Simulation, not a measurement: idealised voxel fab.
A process module follows: voxel released beams.
Xsec cut, 185 nm wide, square cell size 5 nm.
Bands, listed from the top down, are how a cross-section gets written in this document; the cross-section itself is a grid of square cells, and a band is one or more rows of them.
Read a band's entry like this: the first values are the height of its top and the height of its bottom in nm, and what follows is the sequence of materials from left to right, each with its width in nm. Note that "blank" is empty space, and that a single material marked "all across" reaches across the band from edge to edge.
The reference from which all heights are counted is 0, the level beneath which the as-received wafer is entirely one material; the lowest band, having no lower bound, proceeds downward and is written after the example "top 0, no bottom".
Per-row width for "30 to 40": begins at first number (top row of band), ends at second number (bottom row), increment between rows held constant.
Where the words "changes: none" appear for a step, the cross-section shows no cell changed by that step; every cell remained as before.
In "Enclosed void inventory" the enclosed voids are listed, meaning empty spaces of 8 cells or larger without any opening to the top. The form is width x height at distance, distance from the left edge, units nm.
Text after the settings on a step's line: the simulator's own remark on that step.
A step line may carry the setting "overlay nm", which, for steps involving a mask, states the distance by which the mask lay to the right of its intended position; negative values denote displacement to the left.

-- These are the steps we planned for the process
1,RECEIVE (material Si)
2,CONFORMAL_DEP (material Al2O3; thk nm 5)
3,DIRECTIONAL_DEP (material SiO2; thk nm 20)
4,MASKED_ETCH (tone open; mask id ANCHOR; width nm 25; etch materials SiO2; depth nm 20; overlay nm 0)
5,CONFORMAL_DEP (material SiN; thk nm 10)
6,DIRECTIONAL_DEP (material aC; thk nm 15)
7,PATTERN (tone cover; mask id BEAM; material resist; width nm 110; thk nm 35; overlay nm 0)
8,DIRECTIONAL_ETCH (etch materials aC; depth nm 15)
9,STRIP (etch materials resist)
10,DIRECTIONAL_ETCH (etch materials SiN; depth nm 10)
11,STRIP (etch materials aC)
12,STRIP (etch materials SiO2)

-- The cross-section here shows the wafer as received, i.e. in its state after step 1
> top 0, no bottom | Si all across
> Enclosed void inventory: none

-- What the wafer looks like in cross-section after this module, when it starts as shown above and follows the plan above but one mistake is made in running it
> top 35, bottom 25 | 40 blank, 10 SiN, 5 blank, 95 SiN, 35 blank
> top 25, bottom 15 | 40 blank, 10 SiN, 5 blank, 10 SiN, 120 blank
> top 15, bottom 5 | 40 blank, 25 SiN, 120 blank
> top 5, bottom 0 | Al2O3 all across
> top 0, no bottom | Si all across
> Enclosed void inventory: none
Misprocessing identified: step 7 did not happen as planned, as run it was PATTERN (tone cover; mask id BEAM; material resist; width nm 110; thk nm 35; overlay nm 5)
